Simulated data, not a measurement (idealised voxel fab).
Process module under the name voxel double patterning
Shown is cross-section cut, with a width of 170 nm and square cells of size 5 nm.
Throughout this document, each cross-section is represented as a grid of square cells and is presented as a sequence of bands enumerated from the top downward, where a band comprises one or more rows of cells. Within each band entry, the heights of the top and of the bottom of the band appear first, in that order and in nm; the materials of the band then follow from left to right, each with its corresponding width in nm. The designation "all across" on a single material indicates that it fills the band from edge to edge; the designation "blank" indicates empty space. Below 0: as-received wafer, all one material; heights counted from there. Lowest band: no bottom, goes on down, written "0 -> down". Width "30..40": first value at the band's top row of cells, second value at its bottom row, equal change from row to row. Any step labelled "no change" changed none of the cells in the cross-section. Any empty space of 8 cells or more lacking an open way to the top shows up in "Cavities, sealed" as width x height at distance, distance from the left edge, in nm. Formally, on a step line, whatever follows the settings is a remark that the simulator itself makes on the step. overlay nm: where the mask lay relative to plan, measured to the right, on steps with a mask; negatives go left.
Steps in the process plan
1,RECEIVE,material Si
2,CONFORMAL_DEP,material SiN,thk nm 5
3,DIRECTIONAL_DEP,material SiO2,thk nm 10
4,DIRECTIONAL_DEP,material SiCN,thk nm 5
5,DIRECTIONAL_DEP,material aC,thk nm 5
6,PATTERN,tone open,mask id FIRST,material resist,width nm 15,pitch nm 50,thk nm 30,overlay nm 0
7,DIRECTIONAL_ETCH,etch materials aC,depth nm 10
8,STRIP,etch materials resist
9,DIRECTIONAL_ETCH,etch materials SiCN,depth nm 5
10,STRIP,etch materials aC
11,PATTERN,tone open,mask id SECOND,material resist,width nm 15,pitch nm 50,thk nm 20,overlay nm 0
12,DIRECTIONAL_ETCH,etch materials SiCN,depth nm 5
13,STRIP,etch materials resist
14,DIRECTIONAL_ETCH,etch materials SiO2,depth nm 10
15,STRIP,etch materials SiCN
The wafers in this document start out alike and differ in the thk nm applied at step 5; the plan shows the value used for the first wafer.
The first of several wafers as received, shown in cross-section; this is its state after step 1
	0 -> down = Si all across
	Cavities, sealed: none
The figure below presents a cross-section of the first of several wafers at the conclusion of the module, following its last step, step 15
	15 -> 5 = SiO2 25 nm / blank 15 nm / SiO2 10 nm / blank 15 nm / SiO2 10 nm / blank 15 nm / SiO2 10 nm / blank 15 nm / SiO2 10 nm / blank 15 nm / SiO2 30 nm
	5 -> 0 = SiN all across
	0 -> down = Si all across
	Cavities, sealed: none
Cross-sectional view, end of module, last wafer of several
	15 -> 5 = SiO2 50 nm / blank 15 nm / SiO2 35 nm / blank 15 nm / SiO2 55 nm
	5 -> 0 = SiN all across
	0 -> down = Si all across
	Cavities, sealed: none
Per-wafer rows below. For each material: cells gained (+) or lost (-) since the wafer was received, as of end of module. Then: closed voids
thk nm 5; +34 SiN; +38 SiO2; Cavities, sealed: none
thk nm 10; +34 SiN; +38 SiO2; Cavities, sealed: none
thk nm 15; +34 SiN; +56 SiO2; Cavities, sealed: none
thk nm 20; +34 SiN; +56 SiO2; Cavities, sealed: none
thk nm 25; +34 SiN; +56 SiO2; Cavities, sealed: none
